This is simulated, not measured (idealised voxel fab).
Herein follows the process module entitled voxel lift off.
Square cell edge 5 nm, section width 295 nm, ID cut.
Format of a cross-section: grid, square cells. Given as bands. Order: top down. Band: one or more rows of cells. Band: top and bottom heights (nm) first, top before bottom; then materials from left to right, widths in nm. "edge to edge" marks a sole material filling the band edge to edge. "air" denotes empty space. Below 0: as-received wafer, all one material; heights counted from there. Lowest band: no bottom, goes on down, written "from 0 down". Width spec "30..40" -> top row of cells at first value, bottom row at second value, equal per-row change in between. Take "no change" at face value: in the step it is given for, the cross-section changed in none of its cells. Each empty space that has no open way to the top and spans at least 8 cells appears under "Fully closed voids" as width x height at distance, the distance counted from the left edge, all in nm. Formally, on a step line, whatever follows the settings is a remark that the simulator itself makes on the step. What "overlay nm" on a step's line means: if the step has a mask, that mask lay this far to the right of its planned place, or, when the value is negative, to the left.

Intended process steps:
1) RECEIVE with material Si
2) CONFORMAL_DEP with material SiO2, thk nm 15
3) PATTERN with tone open, mask id LINES, material resist, width nm 15, pitch nm 35, thk nm 25, overlay nm 0
4) DIRECTIONAL_DEP with material Ru, thk nm 15
5) STRIP with etch materials resist
6) CONFORMAL_DEP with material SiN, thk nm 5

As-received state of the wafer in cross-section, equivalent to post-step 1:
* from 0 down  Si edge to edge
* Fully closed voids: none

Looking at the first of two wafers in cross-section at end of module - ran to plan:
* from 35 to 30  80 air | 25 SiN | 10 air | 25 SiN | 10 air | 25 SiN | 10 air | 25 SiN | 85 air
* from 30 to 20  80 air | 5 SiN | 15 Ru | 5 SiN | 10 air | 5 SiN | 15 Ru | 5 SiN | 10 air | 5 SiN | 15 Ru | 5 SiN | 10 air | 5 SiN | 15 Ru | 5 SiN | 85 air
* from 20 to 15  85 SiN | 15 Ru | 20 SiN | 15 Ru | 20 SiN | 15 Ru | 20 SiN | 15 Ru | 90 SiN
* from 15 to 0  SiO2 edge to edge
* from 0 down  Si edge to edge
* Fully closed voids: none

Now the second wafer, cross-sectioned at the end of the module. Nothing different at the start, nothing different in the plan compared with the first, just one mistake when it was actually run:
* from 35 to 30  80 air | 25 SiO2 | 10 air | 25 SiO2 | 10 air | 25 SiO2 | 10 air | 25 SiO2 | 85 air
* from 30 to 20  80 air | 5 SiO2 | 15 Ru | 5 SiO2 | 10 air | 5 SiO2 | 15 Ru | 5 SiO2 | 10 air | 5 SiO2 | 15 Ru | 5 SiO2 | 10 air | 5 SiO2 | 15 Ru | 5 SiO2 | 85 air
* from 20 to 15  85 SiO2 | 15 Ru | 20 SiO2 | 15 Ru | 20 SiO2 | 15 Ru | 20 SiO2 | 15 Ru | 90 SiO2
* from 15 to 0  SiO2 edge to edge
* from 0 down  Si edge to edge
* Fully closed voids: none
what went wrong: step 6, actual vs plan mismatch, actual run CONFORMAL_DEP with material SiO2, thk nm 5
At the finish, the second wafer shows more or fewer cells for some materials than the first does: SiN -83; SiO2 +83
